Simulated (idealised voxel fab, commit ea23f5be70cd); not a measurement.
process module | voxel gate over fins
cross-section cut | 250 nm wide | cells 5 nm
A cross-section is a grid of square cells, given in bands from the top down. A band is one or more rows of cells.
Each band's line starts with the height of the band's top and of its bottom, in nm. Then come its materials from left to right, each with its width in nm. One material with "throughout" fills the band from edge to edge. "air" is empty space.
Height 0 is the level under which the wafer as received is all one material. The lowest band goes on downwards, as in "0 down".
A width such as "30 to 40" changes by the same amount from each row of cells to the next, from the band's top row to its bottom row.
"no change" after a step means that no cell of the cross-section changed.
closed voids: empty space of 8 cells or more with no open way to the top, each as width x height at its distance from the left edge, in nm
after a step's settings: what the simulator itself notes on the step
overlay nm, on a step with a mask: how far to the right of its planned place the mask lay; to the left if negative
plan
1 op RECEIVE | material Si
2 op CONFORMAL_DEP | material SiN | thk nm 5
3 op DIRECTIONAL_DEP | material aC | thk nm 15
4 op PATTERN | tone cover | mask id FINS | material resist | width nm 15 | pitch nm 50 | thk nm 30 | overlay nm 0
5 op DIRECTIONAL_ETCH | etch materials aC | depth nm 15
6 op STRIP | etch materials resist
7 op DIRECTIONAL_ETCH | etch materials SiN | depth nm 5
8 op DIRECTIONAL_ETCH | etch materials Si | depth nm 40
9 op STRIP | etch materials aC
10 op FILL_DEP | material SiO2 | thk nm 15
11 op CMP | height nm 5
12 op DIRECTIONAL_DEP | material aC | thk nm 10
13 op PATTERN | tone open | mask id RAIL | material resist | width nm 15 | thk nm 25 | overlay nm 0
14 op DIRECTIONAL_ETCH | etch materials aC | depth nm 10
15 op STRIP | etch materials resist
16 op DIRECTIONAL_ETCH | etch materials SiO2 | depth nm 40
17 op STRIP | etch materials aC
18 op CONFORMAL_DEP | material TiN | thk nm 5
19 op FILL_DEP | material Ru | thk nm 5
20 op CMP | height nm 5
21 op SELECTIVE_ETCH | etch materials W Ru TiN | depth nm 20
22 op FILL_DEP | material SiO2 | thk nm 5
23 op CMP | height nm 5
24 op SELECTIVE_ETCH | etch materials SiO2 | depth nm 15
25 op STRIP | etch materials SiN
26 op CONFORMAL_DEP | material HfO2 | thk nm 5
27 op CONFORMAL_DEP | material TiN | thk nm 5
28 op FILL_DEP | material W | thk nm 15
29 op CMP | height nm 20
30 op CONFORMAL_DEP | material SiN | thk nm 5
as received, after step 1
  0 down: Si throughout
  closed voids: none
first wafer at the end, as planned
  25 to 20: SiN throughout
  20 to 10: W throughout
  10 to 5: W 55 | TiN 35 | W 15 | TiN 35 | W 15 | TiN 35 | W 60
  5 to 0: W 55 | TiN 5 | HfO2 25 | TiN 5 | W 15 | TiN 5 | HfO2 25 | TiN 5 | W 15 | TiN 5 | HfO2 25 | TiN 5 | W 60
  0 to -5: TiN 60 | HfO2 5 | Si 15 | HfO2 5 | TiN 25 | HfO2 5 | Si 15 | HfO2 5 | TiN 25 | HfO2 5 | Si 15 | HfO2 5 | TiN 65
  -5 to -10: HfO2 65 | Si 15 | HfO2 35 | Si 15 | HfO2 35 | Si 15 | HfO2 70
  -10 to -15: SiO2 65 | Si 15 | SiO2 35 | Si 15 | SiO2 35 | Si 15 | SiO2 70
  -15 to -30: SiO2 65 | Si 15 | SiO2 10 | TiN 5 | Ru 5 | TiN 5 | SiO2 10 | Si 15 | SiO2 35 | Si 15 | SiO2 70
  -30 to -35: SiO2 65 | Si 15 | SiO2 10 | TiN 15 | SiO2 10 | Si 15 | SiO2 35 | Si 15 | SiO2 70
  -35 to -40: SiO2 65 | Si 15 | SiO2 35 | Si 15 | SiO2 35 | Si 15 | SiO2 70
  -40 down: Si throughout
  closed voids: none
second wafer at the end: like start, like plan, one mistake
  25 to 20: SiN throughout
  20 to 10: W throughout
  10 to 5: W 55 | TiN 35 | W 15 | TiN 35 | W 15 | TiN 35 | W 60
  5 to 0: W 55 | TiN 5 | HfO2 25 | TiN 5 | W 15 | TiN 5 | HfO2 25 | TiN 5 | W 15 | TiN 5 | HfO2 25 | TiN 5 | W 60
  0 to -5: TiN 60 | HfO2 5 | Si 15 | HfO2 5 | TiN 25 | HfO2 5 | Si 15 | HfO2 5 | TiN 25 | HfO2 5 | Si 15 | HfO2 5 | TiN 65
  -5 to -10: HfO2 65 | Si 15 | HfO2 35 | Si 15 | HfO2 35 | Si 15 | HfO2 70
  -10 to -15: SiO2 65 | Si 15 | SiO2 35 | Si 15 | SiO2 35 | Si 15 | SiO2 70
  -15 to -20: SiO2 65 | Si 15 | SiO2 10 | TiN 15 | SiO2 10 | Si 15 | SiO2 35 | Si 15 | SiO2 70
  -20 to -40: SiO2 65 | Si 15 | SiO2 35 | Si 15 | SiO2 35 | Si 15 | SiO2 70
  -40 down: Si throughout
  closed voids: none
what went wrong: step 11 was left out
at the end the second wafer has, in cells: 3 fewer of Ru | 9 more of SiO2 | 6 fewer of TiN
